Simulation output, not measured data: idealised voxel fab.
Proc. module: voxel air gaps
Cross-section cut spans 300 nm and uses square cells 5 nm in size.
Cross-section format: a grid of square cells, given as bands from top to bottom; each band is one or more rows of cells.
The band entry comprises the height of the band's top followed by the height of its bottom, expressed in nm, and subsequently the band's materials from left to right, each stated together with its width in nm. Where a single material is marked with the word "throughout", that material fills the band from edge to edge. The word "air" represents empty space.
Where do heights start? At 0: under that level the wafer as delivered is made of one material only. And the lowest band has no floor; it just carries on downward, as in "from 0 down".
The expression "30->40" gives the width at the extremes of the band, the first number at its top row of cells and the second at its bottom row, with the width changing by equal amounts from each row to the next in between.
Step note "no modification" = no cross-section cell changed.
The label "Closed voids list" introduces a list of the empty spaces, 8 cells or larger, that have no open way up to the top; each entry in it reads width x height at distance, where the distance is taken from the left edge and all three are stated in nm.
What comes after the settings on a step's line is commentary from the simulator itself on that step.
"overlay nm" answers the question of how far to the right of plan the mask lay on a step that has a mask, and when it is negative the answer is to the left.

## Intended process steps
1. RECEIVE | material Si
2. CONFORMAL_DEP | material SiO2 | thk nm 15
3. CONFORMAL_DEP | material SiN | thk nm 5
4. DIRECTIONAL_DEP | material lowk | thk nm 30
5. MASKED_ETCH | tone open | mask id LINES | width nm 25 | pitch nm 55 | etch materials lowk | depth nm 30 | overlay nm 0
6. CONFORMAL_DEP | material TiN | thk nm 5
7. FILL_DEP | material Ru | thk nm 5
8. CMP | height nm 50
9. EPI | material Ru | thk nm 10
10. SELECTIVE_ETCH | etch materials lowk | depth nm 40
11. CONFORMAL_DEP | material SiN | thk nm 5

## Wafer cross-section on receipt, i.e. after step 1
    from 0 down = Si throughout
    Closed voids list: none

## The cross-section shown corresponds to the wafer at the conclusion of the module. The initial structure and the process plan are those presented above; however, one mistake occurred in executing the plan
    from 65 to 60 = 70 air / 45 SiN / 10 air / 45 SiN / 10 air / 45 SiN / 75 air
    from 60 to 50 = 70 air / 5 SiN / 35 Ru / 5 SiN / 10 air / 5 SiN / 35 Ru / 5 SiN / 10 air / 5 SiN / 35 Ru / 5 SiN / 75 air
    from 50 to 45 = 70 air / 15 SiN / 5 TiN / 5 Ru / 5 TiN / 15 SiN / 10 air / 15 SiN / 5 TiN / 5 Ru / 5 TiN / 15 SiN / 10 air / 15 SiN / 5 TiN / 5 Ru / 5 TiN / 15 SiN / 75 air
    from 45 to 25 = 80 air / 5 SiN / 5 TiN / 5 Ru / 5 TiN / 5 SiN / 30 air / 5 SiN / 5 TiN / 5 Ru / 5 TiN / 5 SiN / 30 air / 5 SiN / 5 TiN / 5 Ru / 5 TiN / 5 SiN / 85 air
    from 25 to 20 = 85 SiN / 15 TiN / 40 SiN / 15 TiN / 40 SiN / 15 TiN / 90 SiN
    from 20 to 15 = SiN throughout
    from 15 to 0 = SiO2 throughout
    from 0 down = Si throughout
    Closed voids list: none
What was done differently from what was planned? rather than as planned, step 5 actually ran as MASKED_ETCH | tone open | mask id LINES | width nm 15 | pitch nm 55 | etch materials lowk | depth nm 30 | overlay nm 0
